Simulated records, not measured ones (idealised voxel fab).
process module | voxel tone inversion
The cross-section shown here is cut; it is 210 nm wide and divided into square cells measuring 5 nm on a side.
A cross-section is written here as square cells arranged in a grid, and it is given in bands from the top down, each band taking up one or more rows of cells. It is stipulated that each band's entry specify, in nanometres, the height of the top of the band and then that of its bottom, followed by the materials of the band in left-to-right sequence, each together with its width in nanometres. A single material marked by the word "edge to edge" is understood to fill the band from edge to edge; the word "air" is understood to denote empty space. Beneath 0, the wafer as received is one material, and that level is where height counting begins. The lowest band goes on downward without a bottom; it is written like "from 0 down". Read "30..40" as a graded width: first number on top, second number at the bottom, same change between each pair of neighbouring rows. What does "remained the same" mean for a step? It means no cell of the cross-section changed in that step. "Closed void register": empty spaces of 8 cells or more with no open way to the top, each given as width x height at distance, distance from the left edge, all in nm. Note: text after step settings on the step line = simulator remark on that step. On any step carrying a mask, the "overlay nm" setting, if present on the step's line, tells how far right of its planned place the mask lay; negative values point to the left.
The following list gives the planned process steps:
step 1: RECEIVE,material Si
step 2: CONFORMAL_DEP,material SiN,thk nm 5
step 3: DIRECTIONAL_DEP,material polySi,thk nm 20
step 4: PATTERN,tone cover,mask id POSTS,material resist,width nm 15,pitch nm 35,thk nm 30,overlay nm 0
step 5: DIRECTIONAL_ETCH,etch materials polySi,depth nm 20
step 6: STRIP,etch materials resist
step 7: FILL_DEP,material SiO2,thk nm 5
step 8: CMP,height nm 30
step 9: STRIP,etch materials polySi
Wafers differ in thk nm at step 2; plan lists the first wafer's value; identical starting state.
Cross-section of the first incoming wafer of several, state after step 1:
from 0 down | Si edge to edge
Closed void register: none
Cross-sectional representation of the first of several wafers at the end of the module, i.e. after its terminal step, step 9:
from 30 to 25 | SiO2 edge to edge
from 25 to 5 | SiO2 60  polySi 15  SiO2 20  polySi 15  SiO2 20  polySi 15  SiO2 65
from 5 to 0 | SiN edge to edge
from 0 down | Si edge to edge
Closed void register: none
Here we cross-sectioned the last of the wafers once the module was done:
from 30 to 25 | SiO2 60  air 15  SiO2 20  air 15  SiO2 20  air 15  SiO2 65
from 25 to 0 | SiN edge to edge
from 0 down | Si edge to edge
Closed void register: none
Wafer rows; end of module; cells per material since receipt: (+) gained, (-) lost; then closed voids:
thk nm 5, +42 SiN, +174 SiO2, +36 polySi, Closed void register: none
thk nm 10, +84 SiN, +132 SiO2, Closed void register: none
thk nm 15, +126 SiN, +99 SiO2, Closed void register: none
thk nm 20, +168 SiN, +66 SiO2, Closed void register: none
thk nm 25, +210 SiN, +33 SiO2, Closed void register: none
